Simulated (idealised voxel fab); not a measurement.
The process module that follows is named voxel self aligned contacts.
For reference, the cross-section in this document is cut, with width 265 nm and square cells of 5 nm.
The cross-sections in this document take the form of a grid made of square cells. They are written out as bands, in order from top to bottom. Each band consists of one or more rows of cells.
Top height, bottom height, nm. Materials left to right, width each, nm. Single material + "edge to edge" = fills band edge to edge. "empty" = empty.
Heights from 0 (as-received wafer is one material below). Bottom band endless downward, as "0..down".
Top row gets the first number, bottom row gets the second, and each row in between changes by the same step: that is how a band width like "30 to 40" works.
Reading "no alteration" for a step: not a cell of the cross-section changed in it.
This entry, "Sealed void inventory", enumerates those empty regions of no fewer than 8 cells that possess no open connection to the top. Each region is reported in the form width x height at distance, the distance being taken from the left edge, with all three quantities expressed in nm.
It should be noted that, on the line of a given step, the content following the step's settings is a remark produced by the simulator itself with respect to that step.
overlay nm: mask right of planned place by this much (step with mask). Neg. = left.
So here's the lineup of process steps we planned:
1 RECEIVE with material Si
2 OXIDIZE with depth nm 5
3 DIRECTIONAL_DEP with material polySi, thk nm 20
4 DIRECTIONAL_DEP with material SiN, thk nm 20
5 MASKED_ETCH with tone cover, mask id GATE, width nm 35, pitch nm 60, etch materials SiN, depth nm 20, overlay nm 0
6 MASKED_ETCH with tone cover, mask id GATE, width nm 35, pitch nm 60, etch materials polySi, depth nm 20, overlay nm 0
7 CONFORMAL_DEP with material SiN, thk nm 5
8 DIRECTIONAL_ETCH with etch materials SiN, depth nm 5
9 FILL_DEP with material SiO2, thk nm 10
10 CMP with height nm 45
11 PATTERN with tone open, mask id CONTACT, material resist, width nm 45, thk nm 20, overlay nm 0
12 DIRECTIONAL_ETCH with etch materials SiO2, depth nm 50
13 STRIP with etch materials resist
14 CONFORMAL_DEP with material TiN, thk nm 5
15 FILL_DEP with material W, thk nm 10
16 CMP with height nm 45
17 CONFORMAL_DEP with material SiN, thk nm 5
Cross-section of the wafer at receipt, which is the condition after step 1:
0..down | Si edge to edge
Sealed void inventory: none
Cross-section: first of two wafers, module finished, run according to plan:
50..45 | SiN edge to edge
45..40 | SiO2 110, then TiN 20, then W 5, then TiN 20, then SiO2 110
40..20 | SiO2 80, then SiN 45, then TiN 5, then W 5, then TiN 5, then SiN 45, then SiO2 80
20..0 | SiO2 80, then SiN 5, then polySi 35, then SiN 5, then TiN 5, then W 5, then TiN 5, then SiN 5, then polySi 35, then SiN 5, then SiO2 80
0..-5 | SiO2 125, then TiN 15, then SiO2 125
-5..down | Si edge to edge
Sealed void inventory: none
Second wafer at the end: like start, like plan, one mistake:
65..60 | SiN edge to edge
60..50 | W edge to edge
50..45 | TiN 115, then W 35, then TiN 115
45..40 | SiO2 110, then TiN 20, then W 5, then TiN 20, then SiO2 110
40..20 | SiO2 80, then SiN 45, then TiN 5, then W 5, then TiN 5, then SiN 45, then SiO2 80
20..0 | SiO2 80, then SiN 5, then polySi 35, then SiN 5, then TiN 5, then W 5, then TiN 5, then SiN 5, then polySi 35, then SiN 5, then SiO2 80
0..-5 | SiO2 125, then TiN 15, then SiO2 125
-5..down | Si edge to edge
Sealed void inventory: none
Processing error: execution of step 16 of the plan did not take place, the step having been omitted
Cell-count delta at end, second wafer over first, by material: +46 TiN; +113 W
